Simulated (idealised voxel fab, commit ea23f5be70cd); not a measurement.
voxel wiring stack: a process module
The cross-section on display is named cut; it measures 190 nm wide, and its cells are 5 nm squares.
This document writes a cross-section as a grid whose cells are square, and gives it as bands, listed from the top down; one or more rows of cells form a band. First you get the band's top height and its bottom height, in nm, and then the materials it's made of, left to right, with each width in nm. If you see a single material with "everywhere", that one covers the band edge to edge. "blank" is empty space. Height reference: 0 = level under which incoming wafer is all one material. Lowest band: no bottom, runs on downward, e.g. "0 and below". When a width is written as two numbers, as in "30..40", the first number is the width in the top row of cells of the band and the second is the width in its bottom row, and the width changes by the same amount from each row to the next. "same as before" after a step means that no cell of the cross-section changed. This entry, "Closed empty spaces", enumerates those empty regions of no fewer than 8 cells that possess no open connection to the top. Each region is reported in the form width x height at distance, the distance being taken from the left edge, with all three quantities expressed in nm. Heads up: the bit after the settings on a step's line is the simulator's remark on that step. The line of a step may include "overlay nm". On a step with a mask, this value is how far to the right of its planned place the mask lay. A negative value means the mask lay to the left.

-- Planned step list for the process
1: RECEIVE, material Si
2: CONFORMAL_DEP, material SiO2, thk nm 10
3: CONFORMAL_DEP, material SiCN, thk nm 5
4: DIRECTIONAL_DEP, material lowk, thk nm 20
5: DIRECTIONAL_DEP, material aC, thk nm 15
6: PATTERN, tone open, mask id METAL_1, material resist, width nm 25, pitch nm 55, thk nm 35, overlay nm 0
7: DIRECTIONAL_ETCH, etch materials aC, depth nm 15
8: STRIP, etch materials resist
9: DIRECTIONAL_ETCH, etch materials lowk, depth nm 20
10: DIRECTIONAL_ETCH, etch materials SiCN, depth nm 5
11: STRIP, etch materials aC
12: CONFORMAL_DEP, material TiN, thk nm 5
13: FILL_DEP, material Cu, thk nm 5
14: CMP, height nm 35
15: CONFORMAL_DEP, material SiCN, thk nm 5
16: DIRECTIONAL_DEP, material lowk, thk nm 10
17: DIRECTIONAL_DEP, material aC, thk nm 10
18: PATTERN, tone open, mask id PLUG_1, material resist, width nm 15, thk nm 30, overlay nm 0
19: DIRECTIONAL_ETCH, etch materials aC, depth nm 10
20: STRIP, etch materials resist
21: DIRECTIONAL_ETCH, etch materials lowk, depth nm 10
22: DIRECTIONAL_ETCH, etch materials SiCN, depth nm 5
23: STRIP, etch materials aC
24: EPI, material Ru, thk nm 10
25: EPI, material Ru, thk nm 5
26: DIRECTIONAL_DEP, material TiN, thk nm 5
27: DIRECTIONAL_DEP, material Ru, thk nm 15
28: DIRECTIONAL_DEP, material aC, thk nm 10
29: PATTERN, tone cover, mask id METAL_2, material resist, width nm 25, pitch nm 55, thk nm 30, overlay nm 0
30: DIRECTIONAL_ETCH, etch materials aC, depth nm 10
31: STRIP, etch materials resist
32: DIRECTIONAL_ETCH, etch materials Ru, depth nm 15
33: DIRECTIONAL_ETCH, etch materials TiN, depth nm 5
34: STRIP, etch materials aC
35: CONFORMAL_DEP, material SiN, thk nm 5
36: FILL_DEP, material SiO2, thk nm 10
37: CMP, height nm 70
38: CONFORMAL_DEP, material SiCN, thk nm 5
39: DIRECTIONAL_DEP, material lowk, thk nm 30
40: DIRECTIONAL_DEP, material aC, thk nm 15
41: PATTERN, tone open, mask id METAL_3, material resist, width nm 25, pitch nm 55, thk nm 35, overlay nm 0
42: DIRECTIONAL_ETCH, etch materials aC, depth nm 15
43: STRIP, etch materials resist
44: DIRECTIONAL_ETCH, etch materials lowk, depth nm 20
45: STRIP, etch materials aC
46: PATTERN, tone open, mask id METAL_3_HOLES, material resist, width nm 15, pitch nm 55, thk nm 15, overlay nm 0
47: DIRECTIONAL_ETCH, etch materials lowk, depth nm 10
48: DIRECTIONAL_ETCH, etch materials SiCN, depth nm 5
49: STRIP, etch materials resist
50: CONFORMAL_DEP, material TiN, thk nm 5
51: FILL_DEP, material Ru, thk nm 5
52: CMP, height nm 105
53: CONFORMAL_DEP, material SiCN, thk nm 5
54: DIRECTIONAL_DEP, material lowk, thk nm 25
55: MASKED_ETCH, tone open, mask id METAL_4_HOLES, width nm 15, pitch nm 55, etch materials lowk, depth nm 25, overlay nm 0
56: DIRECTIONAL_DEP, material aC, thk nm 10
57: PATTERN, tone open, mask id METAL_4, material resist, width nm 25, pitch nm 55, thk nm 30, overlay nm 0
58: DIRECTIONAL_ETCH, etch materials aC, depth nm 10
59: STRIP, etch materials resist
60: DIRECTIONAL_ETCH, etch materials lowk, depth nm 15
61: DIRECTIONAL_ETCH, etch materials SiCN, depth nm 5
62: STRIP, etch materials aC
63: CONFORMAL_DEP, material TiN, thk nm 5
64: FILL_DEP, material Cu, thk nm 10
65: CMP, height nm 135
66: CONFORMAL_DEP, material SiCN, thk nm 5

-- Wafer as received: cross-section following step 1
    0 and below  Si everywhere
    Closed empty spaces: none

-- End-of-module cross-section. Starting structure and process plan as above; one mistake made in running it
    140 down to 135  SiCN everywhere
    135 down to 125  lowk 55 nm  TiN 5 nm  Cu 15 nm  TiN 5 nm  lowk 30 nm  TiN 5 nm  Cu 15 nm  TiN 5 nm  lowk 55 nm
    125 down to 120  lowk 55 nm  TiN 5 nm  Cu 5 nm  TiN 15 nm  lowk 30 nm  TiN 5 nm  Cu 5 nm  TiN 15 nm  lowk 55 nm
    120 down to 110  lowk 55 nm  TiN 5 nm  Cu 5 nm  TiN 5 nm  lowk 40 nm  TiN 5 nm  Cu 5 nm  TiN 5 nm  lowk 65 nm
    110 down to 105  SiCN 55 nm  TiN 15 nm  SiCN 40 nm  TiN 15 nm  SiCN 65 nm
    105 down to 90  lowk 55 nm  TiN 5 nm  Ru 15 nm  TiN 5 nm  lowk 30 nm  TiN 5 nm  Ru 15 nm  TiN 5 nm  lowk 55 nm
    90 down to 85  lowk 55 nm  TiN 5 nm  Ru 5 nm  TiN 15 nm  lowk 30 nm  TiN 5 nm  Ru 5 nm  TiN 15 nm  lowk 55 nm
    85 down to 75  lowk 55 nm  TiN 5 nm  Ru 5 nm  TiN 5 nm  lowk 40 nm  TiN 5 nm  Ru 5 nm  TiN 5 nm  lowk 65 nm
    75 down to 70  SiCN 55 nm  TiN 15 nm  SiCN 40 nm  TiN 15 nm  SiCN 65 nm
    70 down to 55  SiO2 50 nm  SiN 5 nm  Ru 30 nm  SiN 5 nm  SiO2 15 nm  SiN 5 nm  Ru 30 nm  SiN 5 nm  SiO2 45 nm
    55 down to 50  SiN 55 nm  TiN 30 nm  SiN 25 nm  TiN 30 nm  SiN 50 nm
    50 down to 40  lowk 55 nm  Ru 15 nm  lowk 120 nm
    40 down to 35  SiCN 55 nm  Ru 15 nm  SiCN 120 nm
    35 down to 15  lowk 55 nm  TiN 5 nm  Cu 15 nm  TiN 5 nm  lowk 30 nm  TiN 5 nm  Cu 15 nm  TiN 5 nm  lowk 55 nm
    15 down to 10  SiCN 55 nm  TiN 25 nm  SiCN 30 nm  TiN 25 nm  SiCN 55 nm
    10 down to 0  SiO2 everywhere
    0 and below  Si everywhere
    Closed empty spaces: none
Here's what went sideways: step 29 was not run as planned; what actually ran was PATTERN, tone cover, mask id METAL_2, material resist, width nm 30, pitch nm 55, thk nm 30, overlay nm 0
